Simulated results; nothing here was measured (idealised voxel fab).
The process module presented herein is designated voxel transistor to metal.
The figure presents cross-section cut, which has a width of 280 nm and is divided into square cells with an edge length of 5 nm.
Heads up, the way a cross-section reads in here is a grid of square cells, handed over as bands from the top down, with every band being one or more rows of cells. This entry defines a band. It first specifies the height of the band's top and the height of its bottom in nm, and then specifies the band's materials from left to right, stating each material with its width in nm. The word "edge to edge" identifies a single material that fills the band from edge to edge, while the word "air" identifies empty space. Height is counted from the level 0, under which the received wafer is composed throughout of one material. The lowest of the bands is not closed at the bottom but continues downward, in the notation "top 0, no bottom". A width such as "30 to 40" changes by the same amount from each row of cells to the next, from the band's top row to its bottom row. "left unchanged" for a step: no cell of the cross-section changed in that step. Enclosed voids (no open way to top), threshold 8 cells or more, entry "Closed internal voids", notation width x height at distance, distance from left edge, nm. That trailing text on a step's line, after the settings, is the simulator's own remark on the step. overlay nm: on a step with a mask, how far right of its planned place the mask lay; negative means left.
Steps in the process plan
- 1: RECEIVE [material Si]
- 2: OXIDIZE [depth nm 5]
- 3: CONFORMAL_DEP [material SiN] [thk nm 10]
- 4: MASKED_ETCH [tone cover] [mask id ACTIVE] [width nm 105] [pitch nm 125] [etch materials SiN] [depth nm 10] [overlay nm 0]
- 5: MASKED_ETCH [tone cover] [mask id ACTIVE] [width nm 105] [pitch nm 125] [etch materials SiO2] [depth nm 5] [overlay nm 0]
- 6: MASKED_ETCH [tone cover] [mask id ACTIVE] [width nm 105] [pitch nm 125] [etch materials Si] [depth nm 35] [overlay nm 0]
- 7: FILL_DEP [material SiO2] [thk nm 5]
- 8: CMP [height nm 10]
- 9: SELECTIVE_ETCH [etch materials SiO2] [depth nm 10]
- 10: STRIP [etch materials SiN]
- 11: SELECTIVE_ETCH [etch materials SiO2] [depth nm 5]
- 12: OXIDIZE [depth nm 5]
- 13: DIRECTIONAL_DEP [material polySi] [thk nm 20]
- 14: DIRECTIONAL_DEP [material SiCN] [thk nm 15]
- 15: PATTERN [tone cover] [mask id GATE] [material resist] [width nm 25] [pitch nm 125] [thk nm 15] [overlay nm 0]
- 16: DIRECTIONAL_ETCH [etch materials SiCN] [depth nm 25]
- 17: DIRECTIONAL_ETCH [etch materials polySi] [depth nm 30]
- 18: STRIP [etch materials resist]
- 19: CONFORMAL_DEP [material SiO2] [thk nm 5]
- 20: DIRECTIONAL_ETCH [etch materials SiO2] [depth nm 5]
- 21: CONFORMAL_DEP [material SiN] [thk nm 5]
- 22: DIRECTIONAL_ETCH [etch materials SiN] [depth nm 5]
- 23: DIRECTIONAL_ETCH [etch materials SiO2] [depth nm 5]
- 24: DIRECTIONAL_ETCH [etch materials Si] [depth nm 10]
- 25: EPI [material SiGe] [thk nm 10]
- 26: FILL_DEP [material SiO2] [thk nm 5]
- 27: CMP [height nm 30]
- 28: DIRECTIONAL_DEP [material SiO2] [thk nm 10]
- 29: MASKED_ETCH [tone open] [mask id CONTACT] [width nm 20] [etch materials SiO2] [depth nm 50] [overlay nm 0]
- 30: CONFORMAL_DEP [material TiN] [thk nm 5]
- 31: FILL_DEP [material W] [thk nm 5]
- 32: CMP [height nm 40]
- 33: CONFORMAL_DEP [material SiN] [thk nm 5]
- 34: DIRECTIONAL_DEP [material lowk] [thk nm 15]
- 35: PATTERN [tone open] [mask id METAL_1] [material resist] [width nm 20] [thk nm 15] [overlay nm 0]
- 36: DIRECTIONAL_ETCH [etch materials lowk] [depth nm 15]
- 37: DIRECTIONAL_ETCH [etch materials SiN] [depth nm 5]
- 38: STRIP [etch materials resist]
- 39: CONFORMAL_DEP [material TiN] [thk nm 5]
- 40: FILL_DEP [material Cu] [thk nm 5]
- 41: CMP [height nm 60]
- 42: CONFORMAL_DEP [material SiCN] [thk nm 5]
- 43: DIRECTIONAL_DEP [material SiO2] [thk nm 30]
- 44: MASKED_ETCH [tone open] [mask id METAL_2_HOLES] [width nm 15] [pitch nm 125] [etch materials SiO2] [depth nm 30] [overlay nm 0]
- 45: MASKED_ETCH [tone open] [mask id METAL_2] [width nm 20] [pitch nm 125] [etch materials SiO2] [depth nm 15] [overlay nm 0]
- 46: MASKED_ETCH [tone open] [mask id METAL_2] [width nm 20] [pitch nm 125] [etch materials SiCN] [depth nm 5] [overlay nm 0]
- 47: CONFORMAL_DEP [material TiN] [thk nm 5]
- 48: FILL_DEP [material Cu] [thk nm 5]
- 49: CMP [height nm 95]
- 50: CONFORMAL_DEP [material SiCN] [thk nm 5]
Cross-section, incoming material, after step 1
- top 0, no bottom: Si edge to edge
- Closed internal voids: none
Result of the module, cross-sectioned: start per above, plan per above, one error in how it was run
- top 100, bottom 95: SiCN edge to edge
- top 95, bottom 85: 30 of SiO2, then 5 of TiN, then 10 of Cu, then 5 of TiN, then 105 of SiO2, then 5 of TiN, then 10 of Cu, then 5 of TiN, then 105 of SiO2
- top 85, bottom 80: 30 of SiO2, then 5 of TiN, then 5 of Cu, then 10 of TiN, then 105 of SiO2, then 5 of TiN, then 5 of Cu, then 10 of TiN, then 105 of SiO2
- top 80, bottom 65: 30 of SiO2, then 5 of TiN, then 5 of Cu, then 5 of TiN, then 110 of SiO2, then 5 of TiN, then 5 of Cu, then 5 of TiN, then 110 of SiO2
- top 65, bottom 60: 30 of SiCN, then 15 of TiN, then 110 of SiCN, then 15 of TiN, then 110 of SiCN
- top 60, bottom 45: 30 of lowk, then 5 of TiN, then 10 of Cu, then 5 of TiN, then 55 of lowk, then 5 of TiN, then 10 of Cu, then 5 of TiN, then 30 of lowk, then 5 of TiN, then 10 of Cu, then 5 of TiN, then 55 of lowk, then 5 of TiN, then 10 of Cu, then 5 of TiN, then 30 of lowk
- top 45, bottom 40: 30 of SiN, then 20 of TiN, then 55 of SiN, then 20 of TiN, then 30 of SiN, then 20 of TiN, then 55 of SiN, then 20 of TiN, then 30 of SiN
- top 40, bottom 30: 30 of SiO2, then 5 of TiN, then 10 of W, then 5 of TiN, then 55 of SiO2, then 5 of TiN, then 10 of W, then 5 of TiN, then 30 of SiO2, then 5 of TiN, then 10 of W, then 5 of TiN, then 55 of SiO2, then 5 of TiN, then 10 of W, then 5 of TiN, then 30 of SiO2
- top 30, bottom 15: 30 of SiO2, then 5 of TiN, then 10 of W, then 5 of TiN, then 5 of SiO2, then 5 of SiN, then 5 of SiO2, then 30 of SiCN, then 5 of SiO2, then 5 of SiN, then 5 of TiN, then 10 of W, then 5 of TiN, then 30 of SiO2, then 5 of TiN, then 10 of W, then 5 of TiN, then 5 of SiO2, then 5 of SiN, then 5 of SiO2, then 30 of SiCN, then 5 of SiO2, then 5 of SiN, then 5 of TiN, then 10 of W, then 5 of TiN, then 30 of SiO2
- top 15, bottom 5: 30 of SiO2, then 5 of TiN, then 10 of W, then 5 of TiN, then 5 of SiO2, then 5 of SiN, then 5 of SiO2, then 30 of polySi, then 5 of SiO2, then 5 of SiN, then 5 of TiN, then 10 of W, then 5 of TiN, then 30 of SiO2, then 5 of TiN, then 10 of W, then 5 of TiN, then 5 of SiO2, then 5 of SiN, then 5 of SiO2, then 30 of polySi, then 5 of SiO2, then 5 of SiN, then 5 of TiN, then 10 of W, then 5 of TiN, then 30 of SiO2
- top 5, bottom 0: 30 of SiO2, then 5 of TiN, then 5 of W, then 10 of TiN, then 5 of SiO2, then 5 of SiN, then 5 of SiO2, then 30 of polySi, then 5 of SiO2, then 5 of SiN, then 20 of TiN, then 30 of SiO2, then 5 of TiN, then 5 of W, then 10 of TiN, then 5 of SiO2, then 5 of SiN, then 5 of SiO2, then 30 of polySi, then 5 of SiO2, then 5 of SiN, then 20 of TiN, then 30 of SiO2
- top 0, bottom -5: 30 of SiO2, then 5 of TiN, then 5 of W, then 5 of TiN, then 10 of SiGe, then 5 of SiN, then 5 of SiO2, then 30 of polySi, then 5 of SiO2, then 5 of SiN, then 10 of SiGe, then 10 of TiN, then 30 of SiO2, then 5 of TiN, then 5 of W, then 5 of TiN, then 10 of SiGe, then 5 of SiN, then 5 of SiO2, then 30 of polySi, then 5 of SiO2, then 5 of SiN, then 10 of SiGe, then 10 of TiN, then 30 of SiO2
- top -5, bottom -10: 30 of SiO2, then 15 of TiN, then 10 of SiGe, then 50 of SiO2, then 10 of SiGe, then 10 of TiN, then 30 of SiO2, then 15 of TiN, then 10 of SiGe, then 50 of SiO2, then 10 of SiGe, then 10 of TiN, then 30 of SiO2
- top -10, bottom -20: 25 of SiO2, then 30 of SiGe, then 50 of Si, then 25 of SiGe, then 20 of SiO2, then 30 of SiGe, then 50 of Si, then 25 of SiGe, then 25 of SiO2
- top -20, bottom -40: 25 of SiO2, then 105 of Si, then 20 of SiO2, then 105 of Si, then 25 of SiO2
- top -40, no bottom: Si edge to edge
- Closed internal voids: none
Diagnosis: step 15: run off-plan, actual operation and settings PATTERN [tone cover] [mask id GATE] [material resist] [width nm 30] [pitch nm 125] [thk nm 15] [overlay nm 0]
